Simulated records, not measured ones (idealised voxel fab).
process module | voxel released beams
cross-section cut | 240 nm wide | cells 5 nm
A cross-section is a grid of square cells, given in bands from the top down. A band is one or more rows of cells.
Each band's line starts with the height of the band's top and of its bottom, in nm. Then come its materials from left to right, each with its width in nm. One material with "throughout" fills the band from edge to edge. "air" is empty space.
Height 0 is the level under which the wafer as received is all one material. The lowest band goes on downwards, as in "0 down".
A width such as "30 to 40" changes by the same amount from each row of cells to the next, from the band's top row to its bottom row.
"no change" after a step means that no cell of the cross-section changed.
closed voids: empty space of 8 cells or more with no open way to the top, each as width x height at its distance from the left edge, in nm
after a step's settings: what the simulator itself notes on the step
overlay nm, on a step with a mask: how far to the right of its planned place the mask lay; to the left if negative
plan
1 op RECEIVE | material Si
2 op CONFORMAL_DEP | material Al2O3 | thk nm 10
3 op DIRECTIONAL_DEP | material SiO2 | thk nm 10
4 op DIRECTIONAL_DEP | material aC | thk nm 15
5 op PATTERN | tone open | mask id ANCHOR | material resist | width nm 45 | thk nm 35 | overlay nm 0
6 op DIRECTIONAL_ETCH | etch materials aC | depth nm 15
7 op STRIP | etch materials resist
8 op DIRECTIONAL_ETCH | etch materials SiO2 | depth nm 10
9 op STRIP | etch materials aC
10 op CONFORMAL_DEP | material W | thk nm 15
11 op DIRECTIONAL_DEP | material aC | thk nm 15
12 op PATTERN | tone cover | mask id BEAM | material resist | width nm 110 | thk nm 30 | overlay nm 0
13 op DIRECTIONAL_ETCH | etch materials aC | depth nm 15
14 op STRIP | etch materials resist
15 op DIRECTIONAL_ETCH | etch materials W | depth nm 15
16 op STRIP | etch materials aC
17 op STRIP | etch materials SiO2
first wafer, as planned
as received, after step 1
  0 down: Si throughout
  closed voids: none
after step 2
  10 to 0: Al2O3 throughout
  below 0: unchanged
after step 3
  20 to 10: SiO2 throughout
  below 10: unchanged
after step 4
  35 to 20: aC throughout
  below 20: unchanged
after step 5
  70 to 35: resist 65 | air 45 | resist 130
  below 35: unchanged
after step 6
  55 to 35: resist 65 | air 45 | resist 130
  35 to 20: aC 65 | air 45 | aC 130
  below 20: unchanged
after step 7
  35 to 20: aC 65 | air 45 | aC 130
  below 20: unchanged
after step 8
  35 to 20: aC 65 | air 45 | aC 130
  20 to 10: SiO2 65 | air 45 | SiO2 130
  below 10: unchanged
after step 9
  20 to 10: SiO2 65 | air 45 | SiO2 130
  below 10: unchanged
after step 10
  35 to 25: W 80 | air 15 | W 145
  25 to 20: W throughout
  20 to 10: SiO2 65 | W 45 | SiO2 130
  below 10: unchanged
after step 11
  50 to 40: aC 80 | air 15 | aC 145
  40 to 35: aC throughout
  35 to 25: W 80 | aC 15 | W 145
  below 25: unchanged
after step 12
  80 to 50: air 60 | resist 110 | air 70
  50 to 40: aC 80 | resist 15 | aC 145
  below 40: unchanged
after step 13
  65 to 50: air 60 | resist 110 | air 70
  50 to 40: air 60 | aC 20 | resist 15 | aC 75 | air 70
  40 to 35: air 60 | aC 110 | air 70
  below 35: unchanged
after step 14
  50 to 40: air 60 | aC 20 | air 15 | aC 75 | air 70
  below 40: unchanged
after step 15
  50 to 40: air 60 | aC 20 | air 15 | aC 75 | air 70
  40 to 35: air 60 | aC 110 | air 70
  35 to 25: air 60 | W 20 | aC 15 | W 75 | air 70
  25 to 20: air 60 | W 110 | air 70
  below 20: unchanged
after step 16
  35 to 25: air 60 | W 20 | air 15 | W 75 | air 70
  below 25: unchanged
after step 17
  35 to 25: air 60 | W 20 | air 15 | W 75 | air 70
  25 to 20: air 60 | W 110 | air 70
  20 to 10: air 65 | W 45 | air 130
  below 10: unchanged
second wafer: like start, like plan, one mistake. Through step 4 it matches the first wafer
when step 5 should have ended
  70 to 35: resist 70 | air 40 | resist 130
  below 35: unchanged
when step 6 should have ended
  55 to 35: resist 70 | air 40 | resist 130
  35 to 20: aC 70 | air 40 | aC 130
  below 20: unchanged
when step 7 should have ended
  35 to 20: aC 70 | air 40 | aC 130
  below 20: unchanged
when step 8 should have ended
  35 to 20: aC 70 | air 40 | aC 130
  20 to 10: SiO2 70 | air 40 | SiO2 130
  below 10: unchanged
when step 9 should have ended
  20 to 10: SiO2 70 | air 40 | SiO2 130
  below 10: unchanged
when step 10 should have ended
  35 to 25: W 85 | air 10 | W 145
  25 to 20: W throughout
  20 to 10: SiO2 70 | W 40 | SiO2 130
  below 10: unchanged
when step 11 should have ended
  50 to 40: aC 85 | air 10 | aC 145
  40 to 35: aC throughout
  35 to 25: W 85 | aC 10 | W 145
  below 25: unchanged
when step 12 should have ended
  80 to 50: air 60 | resist 110 | air 70
  50 to 40: aC 85 | resist 10 | aC 145
  below 40: unchanged
when step 13 should have ended
  65 to 50: air 60 | resist 110 | air 70
  50 to 40: air 60 | aC 25 | resist 10 | aC 75 | air 70
  40 to 35: air 60 | aC 110 | air 70
  below 35: unchanged
when step 14 should have ended
  50 to 40: air 60 | aC 25 | air 10 | aC 75 | air 70
  below 40: unchanged
when step 15 should have ended
  50 to 40: air 60 | aC 25 | air 10 | aC 75 | air 70
  40 to 35: air 60 | aC 110 | air 70
  35 to 25: air 60 | W 25 | aC 10 | W 75 | air 70
  25 to 20: air 60 | W 110 | air 70
  below 20: unchanged
when step 16 should have ended
  35 to 25: air 60 | W 25 | air 10 | W 75 | air 70
  below 25: unchanged
when step 17 should have ended
  35 to 25: air 60 | W 25 | air 10 | W 75 | air 70
  25 to 20: air 60 | W 110 | air 70
  20 to 10: air 70 | W 40 | air 130
  below 10: unchanged
what went wrong: step 5 ran as: op PATTERN | tone open | mask id ANCHOR | material resist | width nm 40 | thk nm 35 | overlay nm 0
at the end the second wafer has, in cells: as many of each material as the first, in other places
